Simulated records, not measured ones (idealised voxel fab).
process module | voxel released beams
cross-section cut | 140 nm wide | cells 5 nm
A cross-section is a grid of square cells, given in bands from the top down. A band is one or more rows of cells.
Each band's line starts with the height of the band's top and of its bottom, in nm. Then come its materials from left to right, each with its width in nm. One material with "throughout" fills the band from edge to edge. "air" is empty space.
Height 0 is the level under which the wafer as received is all one material. The lowest band goes on downwards, as in "0 down".
A width such as "30 to 40" changes by the same amount from each row of cells to the next, from the band's top row to its bottom row.
"no change" after a step means that no cell of the cross-section changed.
closed voids: empty space of 8 cells or more with no open way to the top, each as width x height at its distance from the left edge, in nm
after a step's settings: what the simulator itself notes on the step
overlay nm, on a step with a mask: how far to the right of its planned place the mask lay; to the left if negative
plan
1 op RECEIVE | material Si
2 op CONFORMAL_DEP | material Al2O3 | thk nm 5
3 op DIRECTIONAL_DEP | material SiO2 | thk nm 10
4 op MASKED_ETCH | tone open | mask id ANCHOR | width nm 30 | etch materials SiO2 | depth nm 10 | overlay nm 0
5 op CONFORMAL_DEP | material W | thk nm 10
6 op MASKED_ETCH | tone cover | mask id BEAM | width nm 80 | etch materials W | depth nm 10 | overlay nm 0
7 op STRIP | etch materials SiO2
first wafer, as planned
as received, after step 1
  0 down: Si throughout
  closed voids: none
after step 2
  5 to 0: Al2O3 throughout
  below 0: unchanged
after step 3
  15 to 5: SiO2 throughout
  below 5: unchanged
after step 4
  15 to 5: SiO2 30 | air 30 | SiO2 80
  below 5: unchanged
after step 5
  25 to 15: W 40 | air 10 | W 90
  15 to 5: SiO2 30 | W 30 | SiO2 80
  below 5: unchanged
after step 6
  25 to 15: air 25 | W 15 | air 10 | W 55 | air 35
  below 15: unchanged
after step 7
  25 to 15: air 25 | W 15 | air 10 | W 55 | air 35
  15 to 5: air 30 | W 30 | air 80
  below 5: unchanged
second wafer: like start, like plan, one mistake. Through step 3 it matches the first wafer
when step 4 should have ended
  15 to 5: SiO2 25 | air 30 | SiO2 85
  below 5: unchanged
when step 5 should have ended
  25 to 15: W 35 | air 10 | W 95
  15 to 5: SiO2 25 | W 30 | SiO2 85
  below 5: unchanged
when step 6 should have ended
  25 to 15: air 25 | W 10 | air 10 | W 60 | air 35
  below 15: unchanged
when step 7 should have ended
  25 to 15: air 25 | W 10 | air 10 | W 60 | air 35
  15 to 5: air 25 | W 30 | air 85
  below 5: unchanged
what went wrong: step 4 ran as: op MASKED_ETCH | tone open | mask id ANCHOR | width nm 30 | etch materials SiO2 | depth nm 10 | overlay nm -5
at the end the second wafer has, in cells: as many of each material as the first, in other places
